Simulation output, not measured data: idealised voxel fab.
Process module under the name voxel double patterning
Square cells of 5 nm make up the cross-section cut, whose width is 250 nm.
Throughout this document, each cross-section is represented as a grid of square cells and is presented as a sequence of bands enumerated from the top downward, where a band comprises one or more rows of cells.
First you get the band's top height and its bottom height, in nm, and then the materials it's made of, left to right, with each width in nm. If you see a single material with "full width", that one covers the band edge to edge. "air" is empty space.
All heights in this document are referenced to 0, defined as the level beneath which the wafer, as received, consists entirely of one material. The lowest band is not bounded below; it extends indefinitely downward and is written in the form "top 0, no bottom".
You'd read "30->40" like this: the band's top row of cells is as wide as the first number, its bottom row is as wide as the second, and going down, every row changes width by the same amount as the row before did.
It should be understood that the words "nothing got changed", when stated for a given step, signify that the cross-section underwent no change in any of its cells during that step.
"Closed cavity list": sealed empty spaces, 8 cells or more, no open way to top, listed width x height at distance, with distance from the left edge and width, height and distance in nm.
Text after the settings on a step's line: the simulator's own remark on that step.
"overlay nm", when on a step's line for a step with a mask, measures how far to the right of its planned place the mask lay; a negative measure means to the left.

# Here's what the planned process steps look like
1,RECEIVE, material Si
2,CONFORMAL_DEP, material SiN, thk nm 5
3,DIRECTIONAL_DEP, material SiO2, thk nm 20
4,DIRECTIONAL_DEP, material SiCN, thk nm 10
5,DIRECTIONAL_DEP, material aC, thk nm 15
6,PATTERN, tone open, mask id FIRST, material resist, width nm 15, pitch nm 50, thk nm 35, overlay nm 0
7,DIRECTIONAL_ETCH, etch materials aC, depth nm 15
8,STRIP, etch materials resist
9,DIRECTIONAL_ETCH, etch materials SiCN, depth nm 10
10,STRIP, etch materials aC
11,MASKED_ETCH, tone open, mask id SECOND, width nm 15, etch materials SiCN, depth nm 10, overlay nm 0
12,DIRECTIONAL_ETCH, etch materials SiO2, depth nm 20
13,STRIP, etch materials SiCN

# Wafer at receipt (post step 1), cross-section
* top 0, no bottom | Si full width
* Closed cavity list: none

# Cross-sectional result after module completion. Note: starting condition and plan are unchanged from above; one processing mistake was made
* top 25, bottom 5 | air: 90, then SiO2: 15, then air: 35, then SiO2: 15, then air: 95
* top 5, bottom 0 | SiN full width
* top 0, no bottom | Si full width
* Closed cavity list: none
Plan not followed: the process deviated at step 6: the operation and settings actually run there were PATTERN, tone cover, mask id FIRST, material resist, width nm 15, pitch nm 50, thk nm 35, overlay nm 0
